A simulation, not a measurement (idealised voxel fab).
Module name: voxel transistor to metal (process module)
The cross-section shown here is cut; it is 195 nm wide and divided into square cells measuring 5 nm on a side.
Cross-section layout: square cells on a grid; listed as bands, top to bottom; a band spans one or more cell rows.
Look at the band entry: it leads with the top's height and the bottom's height in nm. Then it lists the materials left to right, with a width in nm for each. The word "everywhere" on a single material says that material fills the band edge to edge. The word "empty" is empty space.
Height reference: 0 = level under which incoming wafer is all one material. Lowest band: no bottom, runs on downward, e.g. "0 nm and below".
The two numbers in a width such as "30->40" mark its ends across the band: the first belongs to the top row of cells, the second to the bottom row, and from each row to the next the width moves by the same amount.
"left unchanged" for a step: no cell of the cross-section changed in that step.
Entry "Closed cavity list". Content: empty spaces with no open connection to the top, size 8 cells or greater. Each: width x height at distance. Distance: from left edge. Unit: nm.
On each step's line, the part that comes after the settings is the simulator's own comment on the step.
On any step carrying a mask, the "overlay nm" setting, if present on the step's line, tells how far right of its planned place the mask lay; negative values point to the left.
Pairs, read this way: before one process step on the one hand, after it on the other, the after cross-section ending at the lowest band that changed; the step between, settings included, beneath. Same starting wafer throughout, but possibly different runs of this module, so no pair continues from the pair above unless its entry headed "Geometry before processing" says so.

## Geometry before processing
  105 nm to 100 nm: Ru everywhere
  100 nm to 95 nm: TiN 55 nm, then Ru 5 nm, then TiN 70 nm, then Ru 5 nm, then TiN 60 nm
  95 nm to 60 nm: lowk 50 nm, then TiN 5 nm, then Ru 5 nm, then TiN 5 nm, then lowk 60 nm, then TiN 5 nm, then Ru 5 nm, then TiN 5 nm, then lowk 55 nm
  60 nm to 55 nm: SiCN 50 nm, then TiN 15 nm, then SiCN 60 nm, then TiN 15 nm, then SiCN 55 nm
  55 nm to 35 nm: lowk 50 nm, then Ru 15 nm, then lowk 60 nm, then Ru 15 nm, then lowk 55 nm
  35 nm to 30 nm: lowk 50 nm, then TiN 15 nm, then lowk 60 nm, then TiN 15 nm, then lowk 55 nm
  30 nm to 15 nm: SiO2 50 nm, then TiN 5 nm, then Ru 5 nm, then TiN 5 nm, then SiO2 60 nm, then TiN 5 nm, then Ru 5 nm, then TiN 5 nm, then SiO2 55 nm
  15 nm to 5 nm: SiO2 50 nm, then TiN 5 nm, then Ru 5 nm, then TiN 5 nm, then SiO2 10 nm, then SiN 5 nm, then HfO2 5 nm, then TiN 5 nm, then W 10 nm, then TiN 5 nm, then HfO2 5 nm, then SiN 5 nm, then SiO2 10 nm, then TiN 5 nm, then Ru 5 nm, then TiN 5 nm, then SiO2 55 nm
  5 nm to 0 nm: SiO2 35 nm, then SiN 5 nm, then SiO2 10 nm, then TiN 15 nm, then SiO2 10 nm, then SiN 5 nm, then HfO2 5 nm, then TiN 20 nm, then HfO2 5 nm, then SiN 5 nm, then SiO2 10 nm, then TiN 15 nm, then SiO2 10 nm, then SiN 5 nm, then SiO2 40 nm
  0 nm to -5 nm: SiO2 35 nm, then SiN 5 nm, then nSi 35 nm, then HfO2 40 nm, then nSi 35 nm, then SiN 5 nm, then SiO2 40 nm
  -5 nm to -10 nm: SiO2 45 nm, then Si 100 nm, then SiO2 50 nm
  -10 nm to -20 nm: SiO2 40 nm, then Si 110 nm, then SiO2 45 nm
  -20 nm and below: Si everywhere
  Closed cavity list: none

## Cross-Section After Step
  95 nm to 60 nm: lowk 50 nm, then TiN 5 nm, then Ru 5 nm, then TiN 5 nm, then lowk 60 nm, then TiN 5 nm, then Ru 5 nm, then TiN 5 nm, then lowk 55 nm
  Below 60, no change.
  Closed cavity list: none
Relating the two cross-sections above, the step in between is CMP,height nm 95

Geometry before processing: as in the pair right above, post-step view.

## Cross-Section After Step
  100 nm to 95 nm: SiN everywhere
  Below 95, no change.
  Closed cavity list: none
Relating the two cross-sections above, the step in between is CONFORMAL_DEP,material SiN,thk nm 5

## Geometry before processing
  30 nm to 15 nm: SiO2 everywhere
  15 nm to 5 nm: SiO2 75 nm, then SiN 5 nm, then HfO2 5 nm, then TiN 5 nm, then W 10 nm, then TiN 5 nm, then HfO2 5 nm, then SiN 5 nm, then SiO2 80 nm
  5 nm to 0 nm: SiO2 35 nm, then SiN 5 nm, then SiO2 35 nm, then SiN 5 nm, then HfO2 5 nm, then TiN 20 nm, then HfO2 5 nm, then SiN 5 nm, then SiO2 35 nm, then SiN 5 nm, then SiO2 40 nm
  0 nm to -5 nm: SiO2 40 nm, then nSi 35 nm, then HfO2 40 nm, then nSi 35 nm, then SiO2 45 nm
  -5 nm to -20 nm: SiO2 40 nm, then Si 110 nm, then SiO2 45 nm
  -20 nm and below: Si everywhere
  Closed cavity list: none

## Cross-Section After Step
  45 nm to 15 nm: SiO2 everywhere
  Below 15, no change.
  Closed cavity list: none
Relating the two cross-sections above, the step in between is DIRECTIONAL_DEP,material SiO2,thk nm 15

Geometry before processing: as in the pair right above, post-step view.

## Cross-Section After Step
  60 nm to 45 nm: aC everywhere
  Below 45, no change.
  Closed cavity list: none
Relating the two cross-sections above, the step in between is DIRECTIONAL_DEP,material aC,thk nm 15

Geometry before processing: as in the pair right above, post-step view.

## Cross-Section After Step
  95 nm to 60 nm: resist 50 nm, then empty 15 nm, then resist 60 nm, then empty 15 nm, then resist 55 nm
  Below 60, no change.
  Closed cavity list: none
Relating the two cross-sections above, the step in between is PATTERN,tone open,mask id CONTACT,material resist,width nm 15,pitch nm 75,thk nm 35,overlay nm 0

Geometry before processing: as in the pair right above, post-step view.

## Cross-Section After Step
  80 nm to 60 nm: resist 50 nm, then empty 15 nm, then resist 60 nm, then empty 15 nm, then resist 55 nm
  60 nm to 45 nm: aC 50 nm, then empty 15 nm, then aC 60 nm, then empty 15 nm, then aC 55 nm
  Below 45, no change.
  Closed cavity list: none
Relating the two cross-sections above, the step in between is DIRECTIONAL_ETCH,etch materials aC,depth nm 15

Geometry before processing: as in the pair right above, post-step view.

## Cross-Section After Step
  60 nm to 45 nm: aC 50 nm, then empty 15 nm, then aC 60 nm, then empty 15 nm, then aC 55 nm
  Below 45, no change.
  Closed cavity list: none
Relating the two cross-sections above, the step in between is STRIP,etch materials resist

Geometry before processing: as in the pair right above, post-step view.

## Cross-Section After Step
  60 nm to 45 nm: aC 50 nm, then empty 15 nm, then aC 60 nm, then empty 15 nm, then aC 55 nm
  45 nm to 15 nm: SiO2 50 nm, then empty 15 nm, then SiO2 60 nm, then empty 15 nm, then SiO2 55 nm
  Below 15, no change.
  Closed cavity list: none
Relating the two cross-sections above, the step in between is DIRECTIONAL_ETCH,etch materials SiO2,depth nm 30

Geometry before processing: as in the pair right above, post-step view.

## Cross-Section After Step
  45 nm to 15 nm: SiO2 50 nm, then empty 15 nm, then SiO2 60 nm, then empty 15 nm, then SiO2 55 nm
  Below 15, no change.
  Closed cavity list: none
Relating the two cross-sections above, the step in between is STRIP,etch materials aC

Geometry before processing: as in the pair right above, post-step view.

## Cross-Section After Step
  50 nm to 45 nm: TiN 55 nm, then empty 5 nm, then TiN 70 nm, then empty 5 nm, then TiN 60 nm
  45 nm to 20 nm: SiO2 50 nm, then TiN 5 nm, then empty 5 nm, then TiN 5 nm, then SiO2 60 nm, then TiN 5 nm, then empty 5 nm, then TiN 5 nm, then SiO2 55 nm
  20 nm to 15 nm: SiO2 50 nm, then TiN 15 nm, then SiO2 60 nm, then TiN 15 nm, then SiO2 55 nm
  Below 15, no change.
  Closed cavity list: none
Relating the two cross-sections above, the step in between is CONFORMAL_DEP,material TiN,thk nm 5

Geometry before processing: as in the pair right above, post-step view.

## Cross-Section After Step
  60 nm to 50 nm: Ru everywhere
  50 nm to 45 nm: TiN 55 nm, then Ru 5 nm, then TiN 70 nm, then Ru 5 nm, then TiN 60 nm
  45 nm to 20 nm: SiO2 50 nm, then TiN 5 nm, then Ru 5 nm, then TiN 5 nm, then SiO2 60 nm, then TiN 5 nm, then Ru 5 nm, then TiN 5 nm, then SiO2 55 nm
  Below 20, no change.
  Closed cavity list: none
Relating the two cross-sections above, the step in between is FILL_DEP,material Ru,thk nm 10

Geometry before processing: as in the pair right above, post-step view.

## Cross-Section After Step
  30 nm to 20 nm: SiO2 50 nm, then TiN 5 nm, then Ru 5 nm, then TiN 5 nm, then SiO2 60 nm, then TiN 5 nm, then Ru 5 nm, then TiN 5 nm, then SiO2 55 nm
  Below 20, no change.
  Closed cavity list: none
Relating the two cross-sections above, the step in between is CMP,height nm 30

Geometry before processing: as in the pair right above, post-step view.

## Cross-Section After Step
  35 nm to 30 nm: TiN everywhere
  Below 30, no change.
  Closed cavity list: none
Relating the two cross-sections above, the step in between is DIRECTIONAL_DEP,material TiN,thk nm 5

Geometry before processing: as in the pair right above, post-step view.

## Cross-Section After Step
  55 nm to 35 nm: Ru everywhere
  Below 35, no change.
  Closed cavity list: none
Relating the two cross-sections above, the step in between is DIRECTIONAL_DEP,material Ru,thk nm 20

Geometry before processing: as in the pair right above, post-step view.

## Cross-Section After Step
  55 nm to 35 nm: empty 50 nm, then Ru 15 nm, then empty 60 nm, then Ru 15 nm, then empty 55 nm
  Below 35, no change.
  Closed cavity list: none
Relating the two cross-sections above, the step in between is MASKED_ETCH,tone cover,mask id METAL_1,width nm 15,pitch nm 75,etch materials Ru,depth nm 20,overlay nm 0

Geometry before processing: as in the pair right above, post-step view.

## Cross-Section After Step
  55 nm to 35 nm: empty 50 nm, then Ru 15 nm, then empty 60 nm, then Ru 15 nm, then empty 55 nm
  35 nm to 30 nm: empty 50 nm, then TiN 15 nm, then empty 60 nm, then TiN 15 nm, then empty 55 nm
  Below 30, no change.
  Closed cavity list: none
Relating the two cross-sections above, the step in between is MASKED_ETCH,tone cover,mask id METAL_1,width nm 15,pitch nm 75,etch materials TiN,depth nm 5,overlay nm 0

Geometry before processing: as in the pair right above, post-step view.

## Cross-Section After Step
  60 nm to 55 nm: lowk everywhere
  55 nm to 35 nm: lowk 50 nm, then Ru 15 nm, then lowk 60 nm, then Ru 15 nm, then lowk 55 nm
  35 nm to 30 nm: lowk 50 nm, then TiN 15 nm, then lowk 60 nm, then TiN 15 nm, then lowk 55 nm
  Below 30, no change.
  Closed cavity list: none
Relating the two cross-sections above, the step in between is FILL_DEP,material lowk,thk nm 5

Geometry before processing: as in the pair right above, post-step view.

## Cross-Section After Step
  55 nm to 35 nm: lowk 50 nm, then Ru 15 nm, then lowk 60 nm, then Ru 15 nm, then lowk 55 nm
  Below 35, no change.
  Closed cavity list: none
Relating the two cross-sections above, the step in between is CMP,height nm 55

Geometry before processing: as in the pair right above, post-step view.

## Cross-Section After Step
  60 nm to 55 nm: SiCN everywhere
  Below 55, no change.
  Closed cavity list: none
Relating the two cross-sections above, the step in between is CONFORMAL_DEP,material SiCN,thk nm 5

Geometry before processing: as in the pair right above, post-step view.

## Cross-Section After Step
  95 nm to 60 nm: lowk everywhere
  Below 60, no change.
  Closed cavity list: none
Relating the two cross-sections above, the step in between is DIRECTIONAL_DEP,material lowk,thk nm 35

Geometry before processing: as in the pair right above, post-step view.

## Cross-Section After Step
  110 nm to 95 nm: aC everywhere
  Below 95, no change.
  Closed cavity list: none
Relating the two cross-sections above, the step in between is DIRECTIONAL_DEP,material aC,thk nm 15

Geometry before processing: as in the pair right above, post-step view.

## Cross-Section After Step
  145 nm to 110 nm: resist 50 nm, then empty 15 nm, then resist 60 nm, then empty 15 nm, then resist 55 nm
  Below 110, no change.
  Closed cavity list: none
Relating the two cross-sections above, the step in between is PATTERN,tone open,mask id METAL_2,material resist,width nm 15,pitch nm 75,thk nm 35,overlay nm 0

Geometry before processing: as in the pair right above, post-step view.

## Cross-Section After Step
  130 nm to 110 nm: resist 50 nm, then empty 15 nm, then resist 60 nm, then empty 15 nm, then resist 55 nm
  110 nm to 95 nm: aC 50 nm, then empty 15 nm, then aC 60 nm, then empty 15 nm, then aC 55 nm
  Below 95, no change.
  Closed cavity list: none
Relating the two cross-sections above, the step in between is DIRECTIONAL_ETCH,etch materials aC,depth nm 15

Geometry before processing: as in the pair right above, post-step view.

## Cross-Section After Step
  110 nm to 95 nm: aC 50 nm, then empty 15 nm, then aC 60 nm, then empty 15 nm, then aC 55 nm
  Below 95, no change.
  Closed cavity list: none
Relating the two cross-sections above, the step in between is STRIP,etch materials resist

Geometry before processing: as in the pair right above, post-step view.

## Cross-Section After Step
  110 nm to 95 nm: aC 50 nm, then empty 15 nm, then aC 60 nm, then empty 15 nm, then aC 55 nm
  95 nm to 75 nm: lowk 50 nm, then empty 15 nm, then lowk 60 nm, then empty 15 nm, then lowk 55 nm
  Below 75, no change.
  Closed cavity list: none
Relating the two cross-sections above, the step in between is DIRECTIONAL_ETCH,etch materials lowk,depth nm 20

Geometry before processing: as in the pair right above, post-step view.

## Cross-Section After Step
  95 nm to 75 nm: lowk 50 nm, then empty 15 nm, then lowk 60 nm, then empty 15 nm, then lowk 55 nm
  Below 75, no change.
  Closed cavity list: none
Relating the two cross-sections above, the step in between is STRIP,etch materials aC

Geometry before processing: as in the pair right above, post-step view.

## Cross-Section After Step
  110 nm to 95 nm: aC 50 nm, then empty 15 nm, then aC 60 nm, then empty 15 nm, then aC 55 nm
  95 nm to 90 nm: lowk 50 nm, then empty 15 nm, then lowk 60 nm, then empty 15 nm, then lowk 55 nm
  90 nm to 75 nm: lowk 50 nm, then aC 15 nm, then lowk 60 nm, then aC 15 nm, then lowk 55 nm
  Below 75, no change.
  Closed cavity list: none
Relating the two cross-sections above, the step in between is DIRECTIONAL_DEP,material aC,thk nm 15

Geometry before processing: as in the pair right above, post-step view.

## Cross-Section After Step
  145 nm to 110 nm: resist 50 nm, then empty 15 nm, then resist 60 nm, then empty 15 nm, then resist 55 nm
  Below 110, no change.
  Closed cavity list: none
Relating the two cross-sections above, the step in between is PATTERN,tone open,mask id METAL_2_HOLES,material resist,width nm 15,pitch nm 75,thk nm 35,overlay nm 0

Geometry before processing: as in the pair right above, post-step view.

## Cross-Section After Step
  130 nm to 110 nm: resist 50 nm, then empty 15 nm, then resist 60 nm, then empty 15 nm, then resist 55 nm
  110 nm to 95 nm: aC 50 nm, then empty 15 nm, then aC 60 nm, then empty 15 nm, then aC 55 nm
  95 nm to 75 nm: lowk 50 nm, then empty 15 nm, then lowk 60 nm, then empty 15 nm, then lowk 55 nm
  Below 75, no change.
  Closed cavity list: none
Relating the two cross-sections above, the step in between is DIRECTIONAL_ETCH,etch materials aC,depth nm 15

Geometry before processing: as in the pair right above, post-step view.

## Cross-Section After Step
  110 nm to 95 nm: aC 50 nm, then empty 15 nm, then aC 60 nm, then empty 15 nm, then aC 55 nm
  Below 95, no change.
  Closed cavity list: none
Relating the two cross-sections above, the step in between is STRIP,etch materials resist

Geometry before processing: as in the pair right above, post-step view.

## Cross-Section After Step
  110 nm to 95 nm: aC 50 nm, then empty 15 nm, then aC 60 nm, then empty 15 nm, then aC 55 nm
  95 nm to 60 nm: lowk 50 nm, then empty 15 nm, then lowk 60 nm, then empty 15 nm, then lowk 55 nm
  Below 60, no change.
  Closed cavity list: none
Relating the two cross-sections above, the step in between is DIRECTIONAL_ETCH,etch materials lowk,depth nm 15

Geometry before processing: as in the pair right above, post-step view.

## Cross-Section After Step
  110 nm to 95 nm: aC 50 nm, then empty 15 nm, then aC 60 nm, then empty 15 nm, then aC 55 nm
  95 nm to 60 nm: lowk 50 nm, then empty 15 nm, then lowk 60 nm, then empty 15 nm, then lowk 55 nm
  60 nm to 55 nm: SiCN 50 nm, then empty 15 nm, then SiCN 60 nm, then empty 15 nm, then SiCN 55 nm
  Below 55, no change.
  Closed cavity list: none
Relating the two cross-sections above, the step in between is DIRECTIONAL_ETCH,etch materials SiCN,depth nm 5

Geometry before processing: as in the pair right above, post-step view.

## Cross-Section After Step
  95 nm to 60 nm: lowk 50 nm, then empty 15 nm, then lowk 60 nm, then empty 15 nm, then lowk 55 nm
  Below 60, no change.
  Closed cavity list: none
Relating the two cross-sections above, the step in between is STRIP,etch materials aC

Geometry before processing: as in the pair right above, post-step view.

## Cross-Section After Step
  100 nm to 95 nm: TiN 55 nm, then empty 5 nm, then TiN 70 nm, then empty 5 nm, then TiN 60 nm
  95 nm to 60 nm: lowk 50 nm, then TiN 5 nm, then empty 5 nm, then TiN 5 nm, then lowk 60 nm, then TiN 5 nm, then empty 5 nm, then TiN 5 nm, then lowk 55 nm
  60 nm to 55 nm: SiCN 50 nm, then TiN 15 nm, then SiCN 60 nm, then TiN 15 nm, then SiCN 55 nm
  Below 55, no change.
  Closed cavity list: none
Relating the two cross-sections above, the step in between is CONFORMAL_DEP,material TiN,thk nm 5

Geometry before processing: as in the pair right above, post-step view.

## Cross-Section After Step
  105 nm to 100 nm: Ru everywhere
  100 nm to 95 nm: TiN 55 nm, then Ru 5 nm, then TiN 70 nm, then Ru 5 nm, then TiN 60 nm
  95 nm to 60 nm: lowk 50 nm, then TiN 5 nm, then Ru 5 nm, then TiN 5 nm, then lowk 60 nm, then TiN 5 nm, then Ru 5 nm, then TiN 5 nm, then lowk 55 nm
  Below 60, no change.
  Closed cavity list: none
Relating the two cross-sections above, the step in between is FILL_DEP,material Ru,thk nm 5

Geometry before processing: as in the pair right above, post-step view.

## Cross-Section After Step
  95 nm to 60 nm: lowk 50 nm, then TiN 5 nm, then Ru 5 nm, then TiN 5 nm, then lowk 60 nm, then TiN 5 nm, then Ru 5 nm, then TiN 5 nm, then lowk 55 nm
  Below 60, no change.
  Closed cavity list: none
Relating the two cross-sections above, the step in between is CMP,height nm 95

Geometry before processing: as in the pair right above, post-step view.

## Cross-Section After Step
  100 nm to 95 nm: SiN everywhere
  Below 95, no change.
  Closed cavity list: none
Relating the two cross-sections above, the step in between is CONFORMAL_DEP,material SiN,thk nm 5

## Geometry before processing
  15 nm to 5 nm: SiO2 40 nm, then SiN 110 nm, then SiO2 45 nm
  5 nm to 0 nm: SiO2 everywhere
  0 nm to -20 nm: SiO2 40 nm, then Si 110 nm, then SiO2 45 nm
  -20 nm and below: Si everywhere
  Closed cavity list: none

## Cross-Section After Step
  15 nm to 5 nm: SiO2 40 nm, then empty 110 nm, then SiO2 45 nm
  Below 5, no change.
  Closed cavity list: none
Relating the two cross-sections above, the step in between is STRIP,etch materials SiN

Geometry before processing: as in the pair right above, post-step view.

## Cross-Section After Step
  10 nm to 0 nm: SiO2 35 nm, then empty 120 nm, then SiO2 40 nm
  Below 0, no change.
  Closed cavity list: none
Relating the two cross-sections above, the step in between is SELECTIVE_ETCH,etch materials SiO2,depth nm 5

Geometry before processing: as in the pair right above, post-step view.

## Cross-Section After Step
  5 nm to 0 nm: SiO2 30 nm, then empty 130 nm, then SiO2 35 nm
  0 nm to -5 nm: SiO2 30 nm, then empty 10 nm, then Si 110 nm, then empty 10 nm, then SiO2 35 nm
  Below -5, no change.
  Closed cavity list: none
Relating the two cross-sections above, the step in between is SELECTIVE_ETCH,etch materials SiO2,depth nm 5

Geometry before processing: as in the pair right above, post-step view.

## Cross-Section After Step
  5 nm to 0 nm: SiO2 30 nm, then empty 130 nm, then SiO2 35 nm
  0 nm to -5 nm: SiO2 30 nm, then empty 10 nm, then SiO2 110 nm, then empty 10 nm, then SiO2 35 nm
  -5 nm to -10 nm: SiO2 45 nm, then Si 100 nm, then SiO2 50 nm
  Below -10, no change.
  Closed cavity list: none
Relating the two cross-sections above, the step in between is OXIDIZE,depth nm 5

Geometry before processing: as in the pair right above, post-step view.

## Cross-Section After Step
  25 nm to 20 nm: polySi 30 nm, then empty 130 nm, then polySi 35 nm
  20 nm to 15 nm: polySi 30 nm, then empty 10 nm, then polySi 110 nm, then empty 10 nm, then polySi 35 nm
  15 nm to 5 nm: polySi everywhere
  5 nm to 0 nm: SiO2 30 nm, then polySi 130 nm, then SiO2 35 nm
  0 nm to -5 nm: SiO2 30 nm, then polySi 10 nm, then SiO2 110 nm, then polySi 10 nm, then SiO2 35 nm
  Below -5, no change.
  Closed cavity list: none
Relating the two cross-sections above, the step in between is DIRECTIONAL_DEP,material polySi,thk nm 20

Geometry before processing: as in the pair right above, post-step view.

## Cross-Section After Step
  40 nm to 35 nm: SiCN 30 nm, then empty 130 nm, then SiCN 35 nm
  35 nm to 30 nm: SiCN 30 nm, then empty 10 nm, then SiCN 110 nm, then empty 10 nm, then SiCN 35 nm
  30 nm to 25 nm: SiCN everywhere
  25 nm to 20 nm: polySi 30 nm, then SiCN 130 nm, then polySi 35 nm
  20 nm to 15 nm: polySi 30 nm, then SiCN 10 nm, then polySi 110 nm, then SiCN 10 nm, then polySi 35 nm
  Below 15, no change.
  Closed cavity list: none
Relating the two cross-sections above, the step in between is DIRECTIONAL_DEP,material SiCN,thk nm 15

Geometry before processing: as in the pair right above, post-step view.

## Cross-Section After Step
  35 nm to 25 nm: empty 80 nm, then SiCN 30 nm, then empty 85 nm
  25 nm to 20 nm: polySi 30 nm, then empty 50 nm, then SiCN 30 nm, then empty 50 nm, then polySi 35 nm
  20 nm to 15 nm: polySi 30 nm, then empty 10 nm, then polySi 110 nm, then empty 10 nm, then polySi 35 nm
  Below 15, no change.
  Closed cavity list: none
Relating the two cross-sections above, the step in between is MASKED_ETCH,tone cover,mask id GATE,width nm 30,etch materials SiCN,depth nm 25,overlay nm 0

Geometry before processing: as in the pair right above, post-step view.

## Cross-Section After Step
  35 nm to 20 nm: empty 80 nm, then SiCN 30 nm, then empty 85 nm
  20 nm to 5 nm: empty 80 nm, then polySi 30 nm, then empty 85 nm
  5 nm to 0 nm: SiO2 30 nm, then empty 50 nm, then polySi 30 nm, then empty 50 nm, then SiO2 35 nm
  0 nm to -5 nm: SiO2 30 nm, then empty 10 nm, then SiO2 110 nm, then empty 10 nm, then SiO2 35 nm
  Below -5, no change.
  Closed cavity list: none
Relating the two cross-sections above, the step in between is MASKED_ETCH,tone cover,mask id GATE,width nm 30,etch materials polySi,depth nm 30,overlay nm 0

Geometry before processing: as in the pair right above, post-step view.

## Cross-Section After Step
  40 nm to 35 nm: empty 75 nm, then SiN 40 nm, then empty 80 nm
  35 nm to 20 nm: empty 75 nm, then SiN 5 nm, then SiCN 30 nm, then SiN 5 nm, then empty 80 nm
  20 nm to 10 nm: empty 75 nm, then SiN 5 nm, then polySi 30 nm, then SiN 5 nm, then empty 80 nm
  10 nm to 5 nm: SiN 35 nm, then empty 40 nm, then SiN 5 nm, then polySi 30 nm, then SiN 5 nm, then empty 40 nm, then SiN 40 nm
  5 nm to 0 nm: SiO2 30 nm, then SiN 50 nm, then polySi 30 nm, then SiN 50 nm, then SiO2 35 nm
  0 nm to -5 nm: SiO2 30 nm, then SiN 10 nm, then SiO2 110 nm, then SiN 10 nm, then SiO2 35 nm
  Below -5, no change.
  Closed cavity list: none
Relating the two cross-sections above, the step in between is CONFORMAL_DEP,material SiN,thk nm 5

Geometry before processing: as in the pair right above, post-step view.

## Cross-Section After Step
  35 nm to 20 nm: empty 75 nm, then SiN 5 nm, then SiCN 30 nm, then SiN 5 nm, then empty 80 nm
  20 nm to 5 nm: empty 75 nm, then SiN 5 nm, then polySi 30 nm, then SiN 5 nm, then empty 80 nm
  5 nm to 0 nm: SiO2 30 nm, then SiN 5 nm, then empty 40 nm, then SiN 5 nm, then polySi 30 nm, then SiN 5 nm, then empty 40 nm, then SiN 5 nm, then SiO2 35 nm
  Below 0, no change.
  Closed cavity list: none
Relating the two cross-sections above, the step in between is DIRECTIONAL_ETCH,etch materials SiN,depth nm 5

Geometry before processing: as in the pair right above, post-step view.

## Cross-Section After Step
  35 nm to 20 nm: empty 75 nm, then SiN 5 nm, then SiCN 30 nm, then SiN 5 nm, then empty 80 nm
  20 nm to 5 nm: empty 75 nm, then SiN 5 nm, then polySi 30 nm, then SiN 5 nm, then empty 80 nm
  5 nm to 0 nm: empty 30 nm, then SiN 5 nm, then empty 40 nm, then SiN 5 nm, then polySi 30 nm, then SiN 5 nm, then empty 40 nm, then SiN 5 nm, then empty 35 nm
  0 nm to -5 nm: SiO2 30 nm, then SiN 10 nm, then empty 35 nm, then SiO2 40 nm, then empty 35 nm, then SiN 10 nm, then SiO2 35 nm
  Below -5, no change.
  Closed cavity list: none
Relating the two cross-sections above, the step in between is DIRECTIONAL_ETCH,etch materials SiO2,depth nm 5

Geometry before processing: as in the pair right above, post-step view.

## Cross-Section After Step
  35 nm to 20 nm: empty 75 nm, then SiN 5 nm, then SiCN 30 nm, then SiN 5 nm, then empty 80 nm
  20 nm to 5 nm: empty 75 nm, then SiN 5 nm, then polySi 30 nm, then SiN 5 nm, then empty 80 nm
  5 nm to 0 nm: empty 30 nm, then SiN 5 nm, then empty 40 nm, then SiN 5 nm, then polySi 30 nm, then SiN 5 nm, then empty 40 nm, then SiN 5 nm, then empty 35 nm
  0 nm to -5 nm: SiO2 30 nm, then SiN 10 nm, then nSi 35 nm, then SiO2 40 nm, then nSi 35 nm, then SiN 10 nm, then SiO2 35 nm
  Below -5, no change.
  Closed cavity list: none
Relating the two cross-sections above, the step in between is EPI,material nSi,thk nm 5

Geometry before processing: as in the pair right above, post-step view.

## Cross-Section After Step
  45 nm to 35 nm: SiO2 everywhere
  35 nm to 20 nm: SiO2 75 nm, then SiN 5 nm, then SiCN 30 nm, then SiN 5 nm, then SiO2 80 nm
  20 nm to 5 nm: SiO2 75 nm, then SiN 5 nm, then polySi 30 nm, then SiN 5 nm, then SiO2 80 nm
  5 nm to 0 nm: SiO2 30 nm, then SiN 5 nm, then SiO2 40 nm, then SiN 5 nm, then polySi 30 nm, then SiN 5 nm, then SiO2 40 nm, then SiN 5 nm, then SiO2 35 nm
  Below 0, no change.
  Closed cavity list: none
Relating the two cross-sections above, the step in between is FILL_DEP,material SiO2,thk nm 10

Geometry before processing: as in the pair right above, post-step view.

## Cross-Section After Step
  20 nm to 5 nm: SiO2 75 nm, then SiN 5 nm, then polySi 30 nm, then SiN 5 nm, then SiO2 80 nm
  Below 5, no change.
  Closed cavity list: none
Relating the two cross-sections above, the step in between is CMP,height nm 20

Geometry before processing: as in the pair right above, post-step view.

## Cross-Section After Step
  20 nm to 5 nm: SiO2 75 nm, then SiN 5 nm, then empty 30 nm, then SiN 5 nm, then SiO2 80 nm
  5 nm to 0 nm: SiO2 30 nm, then SiN 5 nm, then SiO2 40 nm, then SiN 5 nm, then empty 30 nm, then SiN 5 nm, then SiO2 40 nm, then SiN 5 nm, then SiO2 35 nm
  Below 0, no change.
  Closed cavity list: none
Relating the two cross-sections above, the step in between is STRIP,etch materials polySi

Geometry before processing: as in the pair right above, post-step view.

## Cross-Section After Step
  20 nm to 15 nm: empty 75 nm, then SiN 5 nm, then empty 30 nm, then SiN 5 nm, then empty 80 nm
  15 nm to 5 nm: SiO2 75 nm, then SiN 5 nm, then empty 30 nm, then SiN 5 nm, then SiO2 80 nm
  5 nm to 0 nm: SiO2 30 nm, then SiN 5 nm, then SiO2 40 nm, then SiN 5 nm, then empty 30 nm, then SiN 5 nm, then SiO2 40 nm, then SiN 5 nm, then SiO2 35 nm
  0 nm to -5 nm: SiO2 30 nm, then SiN 10 nm, then nSi 35 nm, then empty 40 nm, then nSi 35 nm, then SiN 10 nm, then SiO2 35 nm
  Below -5, no change.
  Closed cavity list: none
Relating the two cross-sections above, the step in between is SELECTIVE_ETCH,etch materials SiO2,depth nm 5

Geometry before processing: as in the pair right above, post-step view.

## Cross-Section After Step
  25 nm to 20 nm: empty 70 nm, then HfO2 15 nm, then empty 20 nm, then HfO2 15 nm, then empty 75 nm
  20 nm to 15 nm: HfO2 75 nm, then SiN 5 nm, then HfO2 5 nm, then empty 20 nm, then HfO2 5 nm, then SiN 5 nm, then HfO2 80 nm
  15 nm to 5 nm: SiO2 75 nm, then SiN 5 nm, then HfO2 5 nm, then empty 20 nm, then HfO2 5 nm, then SiN 5 nm, then SiO2 80 nm
  5 nm to 0 nm: SiO2 30 nm, then SiN 5 nm, then SiO2 40 nm, then SiN 5 nm, then HfO2 5 nm, then empty 20 nm, then HfO2 5 nm, then SiN 5 nm, then SiO2 40 nm, then SiN 5 nm, then SiO2 35 nm
  0 nm to -5 nm: SiO2 30 nm, then SiN 10 nm, then nSi 35 nm, then HfO2 40 nm, then nSi 35 nm, then SiN 10 nm, then SiO2 35 nm
  Below -5, no change.
  Closed cavity list: none
Relating the two cross-sections above, the step in between is CONFORMAL_DEP,material HfO2,thk nm 5

Geometry before processing: as in the pair right above, post-step view.

## Cross-Section After Step
  30 nm to 25 nm: empty 65 nm, then TiN 25 nm, then empty 10 nm, then TiN 25 nm, then empty 70 nm
  25 nm to 20 nm: TiN 70 nm, then HfO2 15 nm, then TiN 5 nm, then empty 10 nm, then TiN 5 nm, then HfO2 15 nm, then TiN 75 nm
  20 nm to 15 nm: HfO2 75 nm, then SiN 5 nm, then HfO2 5 nm, then TiN 5 nm, then empty 10 nm, then TiN 5 nm, then HfO2 5 nm, then SiN 5 nm, then HfO2 80 nm
  15 nm to 5 nm: SiO2 75 nm, then SiN 5 nm, then HfO2 5 nm, then TiN 5 nm, then empty 10 nm, then TiN 5 nm, then HfO2 5 nm, then SiN 5 nm, then SiO2 80 nm
  5 nm to 0 nm: SiO2 30 nm, then SiN 5 nm, then SiO2 40 nm, then SiN 5 nm, then HfO2 5 nm, then TiN 20 nm, then HfO2 5 nm, then SiN 5 nm, then SiO2 40 nm, then SiN 5 nm, then SiO2 35 nm
  Below 0, no change.
  Closed cavity list: none
Relating the two cross-sections above, the step in between is CONFORMAL_DEP,material TiN,thk nm 5

Geometry before processing: as in the pair right above, post-step view.

## Cross-Section After Step
  35 nm to 30 nm: W everywhere
  30 nm to 25 nm: W 65 nm, then TiN 25 nm, then W 10 nm, then TiN 25 nm, then W 70 nm
  25 nm to 20 nm: TiN 70 nm, then HfO2 15 nm, then TiN 5 nm, then W 10 nm, then TiN 5 nm, then HfO2 15 nm, then TiN 75 nm
  20 nm to 15 nm: HfO2 75 nm, then SiN 5 nm, then HfO2 5 nm, then TiN 5 nm, then W 10 nm, then TiN 5 nm, then HfO2 5 nm, then SiN 5 nm, then HfO2 80 nm
  15 nm to 5 nm: SiO2 75 nm, then SiN 5 nm, then HfO2 5 nm, then TiN 5 nm, then W 10 nm, then TiN 5 nm, then HfO2 5 nm, then SiN 5 nm, then SiO2 80 nm
  Below 5, no change.
  Closed cavity list: none
Relating the two cross-sections above, the step in between is FILL_DEP,material W,thk nm 5
